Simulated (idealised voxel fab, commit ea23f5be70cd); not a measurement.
A process module follows: voxel transistor to metal.
FYI the section here is cut, 265 nm wide, cells are 5 nm squares.
Cross-section format: a grid of square cells, given as bands from top to bottom; each band is one or more rows of cells.
Quick guide to a band line: top height, bottom height (nm) up front; then every material left to right with its width in nm. Only one material and it's marked "throughout"? Then it fills the band edge to edge. And "blank" just means empty space.
Below 0: as-received wafer, all one material; heights counted from there. Lowest band: no bottom, goes on down, written "top 0, no bottom".
Graded width ("30 to 40"): value in top row of band = first number; value in bottom row = second number; row-to-row change constant.
Reading "no change" for a step: not a cell of the cross-section changed in it.
"Internal closed voids" - sealed voids, min. 8 cells, no opening to top; format: width x height at distance (distance from left edge; nm throughout).
What comes after the settings on a step's line is commentary from the simulator itself on that step.
If you see "overlay nm" on a step's line and that step has a mask, it's telling you how far right of where it was planned the mask ended up; a negative number means it went left instead.
Pairs, read this way: before one process step on the one hand, after it on the other, the after cross-section ending at the lowest band that changed; the step between, settings included, beneath. Same starting wafer throughout, but possibly different runs of this module, so no pair continues from the pair above unless its entry headed "Before the step" says so.

## Before the step
top 0, no bottom: Si throughout
Internal closed voids: none

## Step Result
top 5, bottom 0: SiO2 throughout
No changes below 0.
Internal closed voids: none
Processing between the before and after sections above: CONFORMAL_DEP [material SiO2] [thk nm 5]

Before the step: carried over from the after image of the pair right above.

## Step Result
top 20, bottom 5: SiN throughout
No changes below 5.
Internal closed voids: none
Processing between the before and after sections above: CONFORMAL_DEP [material SiN] [thk nm 15]

Before the step: carried over from the after image of the pair right above.

## Step Result
top 20, bottom 5: blank 20, SiN 100, blank 25, SiN 100, blank 20
No changes below 5.
Internal closed voids: none
Processing between the before and after sections above: MASKED_ETCH [tone cover] [mask id ACTIVE] [width nm 100] [pitch nm 125] [etch materials SiN] [depth nm 15] [overlay nm 0]

Before the step: carried over from the after image of the pair right above.

## Step Result
top 20, bottom 5: blank 20, SiN 100, blank 25, SiN 100, blank 20
top 5, bottom 0: blank 20, SiO2 100, blank 25, SiO2 100, blank 20
No changes below 0.
Internal closed voids: none
Processing between the before and after sections above: MASKED_ETCH [tone cover] [mask id ACTIVE] [width nm 100] [pitch nm 125] [etch materials SiO2] [depth nm 5] [overlay nm 0]

Before the step: carried over from the after image of the pair right above.

## Step Result
top 20, bottom 5: blank 20, SiN 100, blank 25, SiN 100, blank 20
top 5, bottom 0: blank 20, SiO2 100, blank 25, SiO2 100, blank 20
top 0, bottom -35: blank 20, Si 100, blank 25, Si 100, blank 20
No changes below -35.
Internal closed voids: none
Processing between the before and after sections above: MASKED_ETCH [tone cover] [mask id ACTIVE] [width nm 100] [pitch nm 125] [etch materials Si] [depth nm 35] [overlay nm 0]

Before the step: carried over from the after image of the pair right above.

## Step Result
top 20, bottom 5: blank 20, SiN 100, blank 25, SiN 100, blank 20
top 5, bottom 0: blank 20, SiO2 100, blank 25, SiO2 100, blank 20
top 0, bottom -35: blank 20, SiO2 5, Si 90, SiO2 5, blank 25, SiO2 5, Si 90, SiO2 5, blank 20
top -35, bottom -40: SiO2 25, Si 90, SiO2 35, Si 90, SiO2 25
No changes below -40.
Internal closed voids: none
Processing between the before and after sections above: OXIDIZE [depth nm 5]

Before the step: carried over from the after image of the pair right above.

## Step Result
top 25, bottom 20: SiO2 throughout
top 20, bottom 5: SiO2 20, SiN 100, SiO2 25, SiN 100, SiO2 20
top 5, bottom 0: SiO2 throughout
top 0, bottom -40: SiO2 25, Si 90, SiO2 35, Si 90, SiO2 25
No changes below -40.
Internal closed voids: none
Processing between the before and after sections above: FILL_DEP [material SiO2] [thk nm 5]

Before the step: carried over from the after image of the pair right above.

## Step Result
top 20, bottom 5: SiO2 20, SiN 100, SiO2 25, SiN 100, SiO2 20
No changes below 5.
Internal closed voids: none
Processing between the before and after sections above: CMP [height nm 20]

Before the step: carried over from the after image of the pair right above.

## Step Result
top 20, bottom 5: blank 20, SiN 100, blank 25, SiN 100, blank 20
No changes below 5.
Internal closed voids: none
Processing between the before and after sections above: SELECTIVE_ETCH [etch materials SiO2] [depth nm 15]

Before the step: carried over from the after image of the pair right above.

## Step Result
top 5, bottom 0: SiO2 throughout
No changes below 0.
Internal closed voids: none
Processing between the before and after sections above: STRIP [etch materials SiN]

Before the step: carried over from the after image of the pair right above.

## Step Result
top 0, bottom -40: SiO2 25, Si 90, SiO2 35, Si 90, SiO2 25
No changes below -40.
Internal closed voids: none
Processing between the before and after sections above: SELECTIVE_ETCH [etch materials SiO2] [depth nm 5]

Before the step: carried over from the after image of the pair right above.

## Step Result
top 0, bottom -5: SiO2 throughout
No changes below -5.
Internal closed voids: none
Processing between the before and after sections above: OXIDIZE [depth nm 5]

Before the step: carried over from the after image of the pair right above.

## Step Result
top 20, bottom 0: polySi throughout
No changes below 0.
Internal closed voids: none
Processing between the before and after sections above: DIRECTIONAL_DEP [material polySi] [thk nm 20]

Before the step: carried over from the after image of the pair right above.

## Step Result
top 35, bottom 20: SiCN throughout
No changes below 20.
Internal closed voids: none
Processing between the before and after sections above: DIRECTIONAL_DEP [material SiCN] [thk nm 15]

Before the step: carried over from the after image of the pair right above.

## Step Result
top 35, bottom 20: blank 60, SiCN 20, blank 105, SiCN 20, blank 60
No changes below 20.
Internal closed voids: none
Processing between the before and after sections above: MASKED_ETCH [tone cover] [mask id GATE] [width nm 20] [pitch nm 125] [etch materials SiCN] [depth nm 25] [overlay nm 0]

Before the step: carried over from the after image of the pair right above.

## Step Result
top 35, bottom 20: blank 60, SiCN 20, blank 105, SiCN 20, blank 60
top 20, bottom 0: blank 60, polySi 20, blank 105, polySi 20, blank 60
No changes below 0.
Internal closed voids: none
Processing between the before and after sections above: MASKED_ETCH [tone cover] [mask id GATE] [width nm 20] [pitch nm 125] [etch materials polySi] [depth nm 30] [overlay nm 0]

Before the step: carried over from the after image of the pair right above.

## Step Result
top 45, bottom 35: blank 50, SiN 40, blank 85, SiN 40, blank 50
top 35, bottom 20: blank 50, SiN 10, SiCN 20, SiN 10, blank 85, SiN 10, SiCN 20, SiN 10, blank 50
top 20, bottom 10: blank 50, SiN 10, polySi 20, SiN 10, blank 85, SiN 10, polySi 20, SiN 10, blank 50
top 10, bottom 0: SiN 60, polySi 20, SiN 105, polySi 20, SiN 60
No changes below 0.
Internal closed voids: none
Processing between the before and after sections above: CONFORMAL_DEP [material SiN] [thk nm 10]

Before the step: carried over from the after image of the pair right above.

## Step Result
top 35, bottom 20: blank 50, SiN 10, SiCN 20, SiN 10, blank 85, SiN 10, SiCN 20, SiN 10, blank 50
top 20, bottom 0: blank 50, SiN 10, polySi 20, SiN 10, blank 85, SiN 10, polySi 20, SiN 10, blank 50
No changes below 0.
Internal closed voids: none
Processing between the before and after sections above: DIRECTIONAL_ETCH [etch materials SiN] [depth nm 10]

Before the step: carried over from the after image of the pair right above.

## Step Result
top 35, bottom 20: blank 50, SiN 10, SiCN 20, SiN 10, blank 85, SiN 10, SiCN 20, SiN 10, blank 50
top 20, bottom 0: blank 50, SiN 10, polySi 20, SiN 10, blank 85, SiN 10, polySi 20, SiN 10, blank 50
top 0, bottom -5: blank 50, SiO2 40, blank 85, SiO2 40, blank 50
No changes below -5.
Internal closed voids: none
Processing between the before and after sections above: DIRECTIONAL_ETCH [etch materials SiO2] [depth nm 5]

Before the step: carried over from the after image of the pair right above.

## Step Result
top 35, bottom 20: blank 50, SiN 10, SiCN 20, SiN 10, blank 85, SiN 10, SiCN 20, SiN 10, blank 50
top 20, bottom 0: blank 50, SiN 10, polySi 20, SiN 10, blank 85, SiN 10, polySi 20, SiN 10, blank 50
top 0, bottom -5: blank 20, pSi 30, SiO2 40, pSi 30, blank 25, pSi 30, SiO2 40, pSi 30, blank 20
No changes below -5.
Internal closed voids: none
Processing between the before and after sections above: EPI [material pSi] [thk nm 5]

Before the step: carried over from the after image of the pair right above.

## Step Result
top 40, bottom 35: SiO2 throughout
top 35, bottom 20: SiO2 50, SiN 10, SiCN 20, SiN 10, SiO2 85, SiN 10, SiCN 20, SiN 10, SiO2 50
top 20, bottom 0: SiO2 50, SiN 10, polySi 20, SiN 10, SiO2 85, SiN 10, polySi 20, SiN 10, SiO2 50
top 0, bottom -5: SiO2 20, pSi 30, SiO2 40, pSi 30, SiO2 25, pSi 30, SiO2 40, pSi 30, SiO2 20
No changes below -5.
Internal closed voids: none
Processing between the before and after sections above: FILL_DEP [material SiO2] [thk nm 5]

Before the step: carried over from the after image of the pair right above.

## Step Result
top 35, bottom 20: SiO2 50, SiN 10, SiCN 20, SiN 10, SiO2 85, SiN 10, SiCN 20, SiN 10, SiO2 50
No changes below 20.
Internal closed voids: none
Processing between the before and after sections above: CMP [height nm 35]

Before the step: carried over from the after image of the pair right above.

## Step Result
top 50, bottom 35: SiO2 throughout
No changes below 35.
Internal closed voids: none
Processing between the before and after sections above: DIRECTIONAL_DEP [material SiO2] [thk nm 15]

Before the step: carried over from the after image of the pair right above.

## Step Result
top 60, bottom 50: aC throughout
No changes below 50.
Internal closed voids: none
Processing between the before and after sections above: DIRECTIONAL_DEP [material aC] [thk nm 10]

Before the step: carried over from the after image of the pair right above.

## Step Result
top 85, bottom 60: resist 25, blank 30, resist 30, blank 30, resist 35, blank 30, resist 30, blank 30, resist 25
No changes below 60.
Internal closed voids: none
Processing between the before and after sections above: PATTERN [tone open] [mask id CONTACT] [material resist] [width nm 30] [thk nm 25] [overlay nm 0]

Before the step: carried over from the after image of the pair right above.

## Step Result
top 75, bottom 60: resist 25, blank 30, resist 30, blank 30, resist 35, blank 30, resist 30, blank 30, resist 25
top 60, bottom 50: aC 25, blank 30, aC 30, blank 30, aC 35, blank 30, aC 30, blank 30, aC 25
No changes below 50.
Internal closed voids: none
Processing between the before and after sections above: DIRECTIONAL_ETCH [etch materials aC] [depth nm 10]

Before the step: carried over from the after image of the pair right above.

## Step Result
top 60, bottom 50: aC 25, blank 30, aC 30, blank 30, aC 35, blank 30, aC 30, blank 30, aC 25
No changes below 50.
Internal closed voids: none
Processing between the before and after sections above: STRIP [etch materials resist]

Before the step: carried over from the after image of the pair right above.

## Step Result
top 60, bottom 50: aC 25, blank 30, aC 30, blank 30, aC 35, blank 30, aC 30, blank 30, aC 25
top 50, bottom 35: SiO2 25, blank 30, SiO2 30, blank 30, SiO2 35, blank 30, SiO2 30, blank 30, SiO2 25
top 35, bottom 20: SiO2 25, blank 25, SiN 10, SiCN 20, SiN 10, blank 25, SiO2 35, blank 25, SiN 10, SiCN 20, SiN 10, blank 25, SiO2 25
top 20, bottom 0: SiO2 25, blank 25, SiN 10, polySi 20, SiN 10, blank 25, SiO2 35, blank 25, SiN 10, polySi 20, SiN 10, blank 25, SiO2 25
No changes below 0.
Internal closed voids: none
Processing between the before and after sections above: DIRECTIONAL_ETCH [etch materials SiO2] [depth nm 50]

Before the step: carried over from the after image of the pair right above.

## Step Result
top 50, bottom 35: SiO2 25, blank 30, SiO2 30, blank 30, SiO2 35, blank 30, SiO2 30, blank 30, SiO2 25
No changes below 35.
Internal closed voids: none
Processing between the before and after sections above: STRIP [etch materials aC]

Before the step: carried over from the after image of the pair right above.

## Step Result
top 55, bottom 50: TiN 30, blank 20, TiN 40, blank 20, TiN 45, blank 20, TiN 40, blank 20, TiN 30
top 50, bottom 40: SiO2 25, TiN 5, blank 20, TiN 5, SiO2 30, TiN 5, blank 20, TiN 5, SiO2 35, TiN 5, blank 20, TiN 5, SiO2 30, TiN 5, blank 20, TiN 5, SiO2 25
top 40, bottom 35: SiO2 25, TiN 5, blank 15, TiN 10, SiO2 30, TiN 10, blank 15, TiN 5, SiO2 35, TiN 5, blank 15, TiN 10, SiO2 30, TiN 10, blank 15, TiN 5, SiO2 25
top 35, bottom 20: SiO2 25, TiN 5, blank 15, TiN 5, SiN 10, SiCN 20, SiN 10, TiN 5, blank 15, TiN 5, SiO2 35, TiN 5, blank 15, TiN 5, SiN 10, SiCN 20, SiN 10, TiN 5, blank 15, TiN 5, SiO2 25
top 20, bottom 5: SiO2 25, TiN 5, blank 15, TiN 5, SiN 10, polySi 20, SiN 10, TiN 5, blank 15, TiN 5, SiO2 35, TiN 5, blank 15, TiN 5, SiN 10, polySi 20, SiN 10, TiN 5, blank 15, TiN 5, SiO2 25
top 5, bottom 0: SiO2 25, TiN 25, SiN 10, polySi 20, SiN 10, TiN 25, SiO2 35, TiN 25, SiN 10, polySi 20, SiN 10, TiN 25, SiO2 25
No changes below 0.
Internal closed voids: none
Processing between the before and after sections above: CONFORMAL_DEP [material TiN] [thk nm 5]

Before the step: carried over from the after image of the pair right above.

## Step Result
top 65, bottom 55: Ru throughout
top 55, bottom 50: TiN 30, Ru 20, TiN 40, Ru 20, TiN 45, Ru 20, TiN 40, Ru 20, TiN 30
top 50, bottom 40: SiO2 25, TiN 5, Ru 20, TiN 5, SiO2 30, TiN 5, Ru 20, TiN 5, SiO2 35, TiN 5, Ru 20, TiN 5, SiO2 30, TiN 5, Ru 20, TiN 5, SiO2 25
top 40, bottom 35: SiO2 25, TiN 5, Ru 15, TiN 10, SiO2 30, TiN 10, Ru 15, TiN 5, SiO2 35, TiN 5, Ru 15, TiN 10, SiO2 30, TiN 10, Ru 15, TiN 5, SiO2 25
top 35, bottom 20: SiO2 25, TiN 5, Ru 15, TiN 5, SiN 10, SiCN 20, SiN 10, TiN 5, Ru 15, TiN 5, SiO2 35, TiN 5, Ru 15, TiN 5, SiN 10, SiCN 20, SiN 10, TiN 5, Ru 15, TiN 5, SiO2 25
top 20, bottom 5: SiO2 25, TiN 5, Ru 15, TiN 5, SiN 10, polySi 20, SiN 10, TiN 5, Ru 15, TiN 5, SiO2 35, TiN 5, Ru 15, TiN 5, SiN 10, polySi 20, SiN 10, TiN 5, Ru 15, TiN 5, SiO2 25
No changes below 5.
Internal closed voids: none
Processing between the before and after sections above: FILL_DEP [material Ru] [thk nm 10]

Before the step: carried over from the after image of the pair right above.

## Step Result
top 50, bottom 40: SiO2 25, TiN 5, Ru 20, TiN 5, SiO2 30, TiN 5, Ru 20, TiN 5, SiO2 35, TiN 5, Ru 20, TiN 5, SiO2 30, TiN 5, Ru 20, TiN 5, SiO2 25
No changes below 40.
Internal closed voids: none
Processing between the before and after sections above: CMP [height nm 50]

Before the step: carried over from the after image of the pair right above.

## Step Result
top 55, bottom 50: TiN throughout
No changes below 50.
Internal closed voids: none
Processing between the before and after sections above: DIRECTIONAL_DEP [material TiN] [thk nm 5]

Before the step: carried over from the after image of the pair right above.

## Step Result
top 75, bottom 55: Ru throughout
No changes below 55.
Internal closed voids: none
Processing between the before and after sections above: DIRECTIONAL_DEP [material Ru] [thk nm 20]

Before the step: carried over from the after image of the pair right above.

## Step Result
top 90, bottom 75: blank 25, resist 15, blank 60, resist 15, blank 35, resist 15, blank 60, resist 15, blank 25
No changes below 75.
Internal closed voids: none
Processing between the before and after sections above: PATTERN [tone cover] [mask id METAL_1] [material resist] [width nm 15] [thk nm 15] [overlay nm 0]

Before the step: carried over from the after image of the pair right above.

## Step Result
top 90, bottom 75: blank 25, resist 15, blank 60, resist 15, blank 35, resist 15, blank 60, resist 15, blank 25
top 75, bottom 55: blank 25, Ru 15, blank 60, Ru 15, blank 35, Ru 15, blank 60, Ru 15, blank 25
No changes below 55.
Internal closed voids: none
Processing between the before and after sections above: DIRECTIONAL_ETCH [etch materials Ru] [depth nm 20]

Before the step: carried over from the after image of the pair right above.

## Step Result
top 90, bottom 75: blank 25, resist 15, blank 60, resist 15, blank 35, resist 15, blank 60, resist 15, blank 25
top 75, bottom 55: blank 25, Ru 15, blank 60, Ru 15, blank 35, Ru 15, blank 60, Ru 15, blank 25
top 55, bottom 50: blank 25, TiN 15, blank 60, TiN 15, blank 35, TiN 15, blank 60, TiN 15, blank 25
No changes below 50.
Internal closed voids: none
Processing between the before and after sections above: DIRECTIONAL_ETCH [etch materials TiN] [depth nm 5]

Before the step: carried over from the after image of the pair right above.

## Step Result
top 75, bottom 55: blank 25, Ru 15, blank 60, Ru 15, blank 35, Ru 15, blank 60, Ru 15, blank 25
No changes below 55.
Internal closed voids: none
Processing between the before and after sections above: STRIP [etch materials resist]

Before the step: carried over from the after image of the pair right above.

## Step Result
top 80, bottom 75: SiO2 throughout
top 75, bottom 55: SiO2 25, Ru 15, SiO2 60, Ru 15, SiO2 35, Ru 15, SiO2 60, Ru 15, SiO2 25
top 55, bottom 50: SiO2 25, TiN 15, SiO2 60, TiN 15, SiO2 35, TiN 15, SiO2 60, TiN 15, SiO2 25
No changes below 50.
Internal closed voids: none
Processing between the before and after sections above: FILL_DEP [material SiO2] [thk nm 5]

Before the step: carried over from the after image of the pair right above.

## Step Result
top 75, bottom 55: SiO2 25, Ru 15, SiO2 60, Ru 15, SiO2 35, Ru 15, SiO2 60, Ru 15, SiO2 25
No changes below 55.
Internal closed voids: none
Processing between the before and after sections above: CMP [height nm 75]

Before the step: carried over from the after image of the pair right above.

## Step Result
top 80, bottom 75: SiCN throughout
No changes below 75.
Internal closed voids: none
Processing between the before and after sections above: CONFORMAL_DEP [material SiCN] [thk nm 5]

Before the step: carried over from the after image of the pair right above.

## Step Result
top 115, bottom 80: SiO2 throughout
No changes below 80.
Internal closed voids: none
Processing between the before and after sections above: DIRECTIONAL_DEP [material SiO2] [thk nm 35]

Before the step: carried over from the after image of the pair right above.

## Step Result
top 130, bottom 115: aC throughout
No changes below 115.
Internal closed voids: none
Processing between the before and after sections above: DIRECTIONAL_DEP [material aC] [thk nm 15]

Before the step: carried over from the after image of the pair right above.

## Step Result
top 160, bottom 130: resist 25, blank 15, resist 110, blank 15, resist 100
No changes below 130.
Internal closed voids: none
Processing between the before and after sections above: PATTERN [tone open] [mask id METAL_2] [material resist] [width nm 15] [pitch nm 125] [thk nm 30] [overlay nm 0]

Before the step: carried over from the after image of the pair right above.

## Step Result
top 145, bottom 130: resist 25, blank 15, resist 110, blank 15, resist 100
top 130, bottom 115: aC 25, blank 15, aC 110, blank 15, aC 100
No changes below 115.
Internal closed voids: none
Processing between the before and after sections above: DIRECTIONAL_ETCH [etch materials aC] [depth nm 15]

Before the step: carried over from the after image of the pair right above.

## Step Result
top 130, bottom 115: aC 25, blank 15, aC 110, blank 15, aC 100
No changes below 115.
Internal closed voids: none
Processing between the before and after sections above: STRIP [etch materials resist]

Before the step: carried over from the after image of the pair right above.

## Step Result
top 130, bottom 115: aC 25, blank 15, aC 110, blank 15, aC 100
top 115, bottom 95: SiO2 25, blank 15, SiO2 110, blank 15, SiO2 100
No changes below 95.
Internal closed voids: none
Processing between the before and after sections above: DIRECTIONAL_ETCH [etch materials SiO2] [depth nm 20]

Before the step: carried over from the after image of the pair right above.

## Step Result
top 115, bottom 95: SiO2 25, blank 15, SiO2 110, blank 15, SiO2 100
No changes below 95.
Internal closed voids: none
Processing between the before and after sections above: STRIP [etch materials aC]

Before the step: carried over from the after image of the pair right above.

## Step Result
top 125, bottom 115: aC 25, blank 15, aC 110, blank 15, aC 100
top 115, bottom 105: SiO2 25, blank 15, SiO2 110, blank 15, SiO2 100
top 105, bottom 95: SiO2 25, aC 15, SiO2 110, aC 15, SiO2 100
No changes below 95.
Internal closed voids: none
Processing between the before and after sections above: DIRECTIONAL_DEP [material aC] [thk nm 10]

Before the step: carried over from the after image of the pair right above.

## Step Result
top 150, bottom 125: resist 25, blank 15, resist 110, blank 15, resist 100
No changes below 125.
Internal closed voids: none
Processing between the before and after sections above: PATTERN [tone open] [mask id METAL_2_HOLES] [material resist] [width nm 15] [pitch nm 125] [thk nm 25] [overlay nm 0]

Before the step: carried over from the after image of the pair right above.

## Step Result
top 140, bottom 125: resist 25, blank 15, resist 110, blank 15, resist 100
top 125, bottom 115: aC 25, blank 15, aC 110, blank 15, aC 100
top 115, bottom 95: SiO2 25, blank 15, SiO2 110, blank 15, SiO2 100
No changes below 95.
Internal closed voids: none
Processing between the before and after sections above: DIRECTIONAL_ETCH [etch materials aC] [depth nm 10]

Before the step: carried over from the after image of the pair right above.

## Step Result
top 125, bottom 115: aC 25, blank 15, aC 110, blank 15, aC 100
No changes below 115.
Internal closed voids: none
Processing between the before and after sections above: STRIP [etch materials resist]

Before the step: carried over from the after image of the pair right above.

## Step Result
top 125, bottom 115: aC 25, blank 15, aC 110, blank 15, aC 100
top 115, bottom 80: SiO2 25, blank 15, SiO2 110, blank 15, SiO2 100
No changes below 80.
Internal closed voids: none
Processing between the before and after sections above: DIRECTIONAL_ETCH [etch materials SiO2] [depth nm 15]

Before the step: carried over from the after image of the pair right above.

## Step Result
top 125, bottom 115: aC 25, blank 15, aC 110, blank 15, aC 100
top 115, bottom 80: SiO2 25, blank 15, SiO2 110, blank 15, SiO2 100
top 80, bottom 75: SiCN 25, blank 15, SiCN 110, blank 15, SiCN 100
No changes below 75.
Internal closed voids: none
Processing between the before and after sections above: DIRECTIONAL_ETCH [etch materials SiCN] [depth nm 5]

Before the step: carried over from the after image of the pair right above.

## Step Result
top 115, bottom 80: SiO2 25, blank 15, SiO2 110, blank 15, SiO2 100
No changes below 80.
Internal closed voids: none
Processing between the before and after sections above: STRIP [etch materials aC]

Before the step: carried over from the after image of the pair right above.

## Step Result
top 120, bottom 115: TiN 30, blank 5, TiN 120, blank 5, TiN 105
top 115, bottom 80: SiO2 25, TiN 5, blank 5, TiN 5, SiO2 110, TiN 5, blank 5, TiN 5, SiO2 100
top 80, bottom 75: SiCN 25, TiN 15, SiCN 110, TiN 15, SiCN 100
No changes below 75.
Internal closed voids: none
Processing between the before and after sections above: CONFORMAL_DEP [material TiN] [thk nm 5]

Before the step: carried over from the after image of the pair right above.

## Step Result
top 130, bottom 120: Cu throughout
top 120, bottom 115: TiN 30, Cu 5, TiN 120, Cu 5, TiN 105
top 115, bottom 80: SiO2 25, TiN 5, Cu 5, TiN 5, SiO2 110, TiN 5, Cu 5, TiN 5, SiO2 100
No changes below 80.
Internal closed voids: none
Processing between the before and after sections above: FILL_DEP [material Cu] [thk nm 10]

Before the step: carried over from the after image of the pair right above.

## Step Result
top 115, bottom 80: SiO2 25, TiN 5, Cu 5, TiN 5, SiO2 110, TiN 5, Cu 5, TiN 5, SiO2 100
No changes below 80.
Internal closed voids: none
Processing between the before and after sections above: CMP [height nm 115]

Before the step: carried over from the after image of the pair right above.

## Step Result
top 120, bottom 115: SiCN throughout
No changes below 115.
Internal closed voids: none
Processing between the before and after sections above: CONFORMAL_DEP [material SiCN] [thk nm 5]

## Before the step
top 65, bottom 55: Ru throughout
top 55, bottom 50: TiN 30, Ru 20, TiN 40, Ru 20, TiN 45, Ru 20, TiN 40, Ru 20, TiN 30
top 50, bottom 40: SiO2 25, TiN 5, Ru 20, TiN 5, SiO2 30, TiN 5, Ru 20, TiN 5, SiO2 35, TiN 5, Ru 20, TiN 5, SiO2 30, TiN 5, Ru 20, TiN 5, SiO2 25
top 40, bottom 35: SiO2 25, TiN 5, Ru 15, TiN 10, SiO2 30, TiN 10, Ru 15, TiN 5, SiO2 35, TiN 5, Ru 15, TiN 10, SiO2 30, TiN 10, Ru 15, TiN 5, SiO2 25
top 35, bottom 20: SiO2 25, TiN 5, Ru 15, TiN 5, SiN 10, SiCN 20, SiN 10, TiN 5, Ru 15, TiN 5, SiO2 35, TiN 5, Ru 15, TiN 5, SiN 10, SiCN 20, SiN 10, TiN 5, Ru 15, TiN 5, SiO2 25
top 20, bottom 5: SiO2 25, TiN 5, Ru 15, TiN 5, SiN 10, polySi 20, SiN 10, TiN 5, Ru 15, TiN 5, SiO2 35, TiN 5, Ru 15, TiN 5, SiN 10, polySi 20, SiN 10, TiN 5, Ru 15, TiN 5, SiO2 25
top 5, bottom 0: SiO2 25, TiN 25, SiN 10, polySi 20, SiN 10, TiN 25, SiO2 35, TiN 25, SiN 10, polySi 20, SiN 10, TiN 25, SiO2 25
top 0, bottom -5: SiO2 20, pSi 30, SiO2 40, pSi 30, SiO2 25, pSi 30, SiO2 40, pSi 30, SiO2 20
top -5, bottom -40: SiO2 25, Si 90, SiO2 35, Si 90, SiO2 25
top -40, no bottom: Si throughout
Internal closed voids: none

## Step Result
top 70, bottom 65: TiN throughout
No changes below 65.
Internal closed voids: none
Processing between the before and after sections above: DIRECTIONAL_DEP [material TiN] [thk nm 5]

Before the step: carried over from the after image of the pair right above.

## Step Result
top 90, bottom 70: Ru throughout
No changes below 70.
Internal closed voids: none
Processing between the before and after sections above: DIRECTIONAL_DEP [material Ru] [thk nm 20]

Before the step: carried over from the after image of the pair right above.

## Step Result
top 105, bottom 90: blank 25, resist 15, blank 60, resist 15, blank 35, resist 15, blank 60, resist 15, blank 25
No changes below 90.
Internal closed voids: none
Processing between the before and after sections above: PATTERN [tone cover] [mask id METAL_1] [material resist] [width nm 15] [thk nm 15] [overlay nm 0]

Before the step: carried over from the after image of the pair right above.

## Step Result
top 105, bottom 90: blank 25, resist 15, blank 60, resist 15, blank 35, resist 15, blank 60, resist 15, blank 25
top 90, bottom 70: blank 25, Ru 15, blank 60, Ru 15, blank 35, Ru 15, blank 60, Ru 15, blank 25
No changes below 70.
Internal closed voids: none
Processing between the before and after sections above: DIRECTIONAL_ETCH [etch materials Ru] [depth nm 20]

Before the step: carried over from the after image of the pair right above.

## Step Result
top 105, bottom 90: blank 25, resist 15, blank 60, resist 15, blank 35, resist 15, blank 60, resist 15, blank 25
top 90, bottom 70: blank 25, Ru 15, blank 60, Ru 15, blank 35, Ru 15, blank 60, Ru 15, blank 25
top 70, bottom 65: blank 25, TiN 15, blank 60, TiN 15, blank 35, TiN 15, blank 60, TiN 15, blank 25
No changes below 65.
Internal closed voids: none
Processing between the before and after sections above: DIRECTIONAL_ETCH [etch materials TiN] [depth nm 5]

Before the step: carried over from the after image of the pair right above.

## Step Result
top 90, bottom 70: blank 25, Ru 15, blank 60, Ru 15, blank 35, Ru 15, blank 60, Ru 15, blank 25
No changes below 70.
Internal closed voids: none
Processing between the before and after sections above: STRIP [etch materials resist]

Before the step: carried over from the after image of the pair right above.

## Step Result
top 95, bottom 90: SiO2 throughout
top 90, bottom 70: SiO2 25, Ru 15, SiO2 60, Ru 15, SiO2 35, Ru 15, SiO2 60, Ru 15, SiO2 25
top 70, bottom 65: SiO2 25, TiN 15, SiO2 60, TiN 15, SiO2 35, TiN 15, SiO2 60, TiN 15, SiO2 25
No changes below 65.
Internal closed voids: none
Processing between the before and after sections above: FILL_DEP [material SiO2] [thk nm 5]

Before the step: carried over from the after image of the pair right above.

## Step Result
top 75, bottom 70: SiO2 25, Ru 15, SiO2 60, Ru 15, SiO2 35, Ru 15, SiO2 60, Ru 15, SiO2 25
No changes below 70.
Internal closed voids: none
Processing between the before and after sections above: CMP [height nm 75]

Before the step: carried over from the after image of the pair right above.

## Step Result
top 80, bottom 75: SiCN throughout
No changes below 75.
Internal closed voids: none
Processing between the before and after sections above: CONFORMAL_DEP [material SiCN] [thk nm 5]

Before the step: carried over from the after image of the pair right above.

## Step Result
top 115, bottom 80: SiO2 throughout
No changes below 80.
Internal closed voids: none
Processing between the before and after sections above: DIRECTIONAL_DEP [material SiO2] [thk nm 35]

Before the step: carried over from the after image of the pair right above.

## Step Result
top 130, bottom 115: aC throughout
No changes below 115.
Internal closed voids: none
Processing between the before and after sections above: DIRECTIONAL_DEP [material aC] [thk nm 15]

Before the step: carried over from the after image of the pair right above.

## Step Result
top 160, bottom 130: resist 25, blank 15, resist 110, blank 15, resist 100
No changes below 130.
Internal closed voids: none
Processing between the before and after sections above: PATTERN [tone open] [mask id METAL_2] [material resist] [width nm 15] [pitch nm 125] [thk nm 30] [overlay nm 0]

Before the step: carried over from the after image of the pair right above.

## Step Result
top 145, bottom 130: resist 25, blank 15, resist 110, blank 15, resist 100
top 130, bottom 115: aC 25, blank 15, aC 110, blank 15, aC 100
No changes below 115.
Internal closed voids: none
Processing between the before and after sections above: DIRECTIONAL_ETCH [etch materials aC] [depth nm 15]

Before the step: carried over from the after image of the pair right above.

## Step Result
top 130, bottom 115: aC 25, blank 15, aC 110, blank 15, aC 100
No changes below 115.
Internal closed voids: none
Processing between the before and after sections above: STRIP [etch materials resist]

Before the step: carried over from the after image of the pair right above.

## Step Result
top 130, bottom 115: aC 25, blank 15, aC 110, blank 15, aC 100
top 115, bottom 95: SiO2 25, blank 15, SiO2 110, blank 15, SiO2 100
No changes below 95.
Internal closed voids: none
Processing between the before and after sections above: DIRECTIONAL_ETCH [etch materials SiO2] [depth nm 20]

Before the step: carried over from the after image of the pair right above.

## Step Result
top 115, bottom 95: SiO2 25, blank 15, SiO2 110, blank 15, SiO2 100
No changes below 95.
Internal closed voids: none
Processing between the before and after sections above: STRIP [etch materials aC]

Before the step: carried over from the after image of the pair right above.

## Step Result
top 125, bottom 115: aC 25, blank 15, aC 110, blank 15, aC 100
top 115, bottom 105: SiO2 25, blank 15, SiO2 110, blank 15, SiO2 100
top 105, bottom 95: SiO2 25, aC 15, SiO2 110, aC 15, SiO2 100
No changes below 95.
Internal closed voids: none
Processing between the before and after sections above: DIRECTIONAL_DEP [material aC] [thk nm 10]

Before the step: carried over from the after image of the pair right above.

## Step Result
top 150, bottom 125: resist 25, blank 15, resist 110, blank 15, resist 100
No changes below 125.
Internal closed voids: none
Processing between the before and after sections above: PATTERN [tone open] [mask id METAL_2_HOLES] [material resist] [width nm 15] [pitch nm 125] [thk nm 25] [overlay nm 0]

Before the step: carried over from the after image of the pair right above.

## Step Result
top 140, bottom 125: resist 25, blank 15, resist 110, blank 15, resist 100
top 125, bottom 115: aC 25, blank 15, aC 110, blank 15, aC 100
top 115, bottom 95: SiO2 25, blank 15, SiO2 110, blank 15, SiO2 100
No changes below 95.
Internal closed voids: none
Processing between the before and after sections above: DIRECTIONAL_ETCH [etch materials aC] [depth nm 10]

Before the step: carried over from the after image of the pair right above.

## Step Result
top 125, bottom 115: aC 25, blank 15, aC 110, blank 15, aC 100
No changes below 115.
Internal closed voids: none
Processing between the before and after sections above: STRIP [etch materials resist]
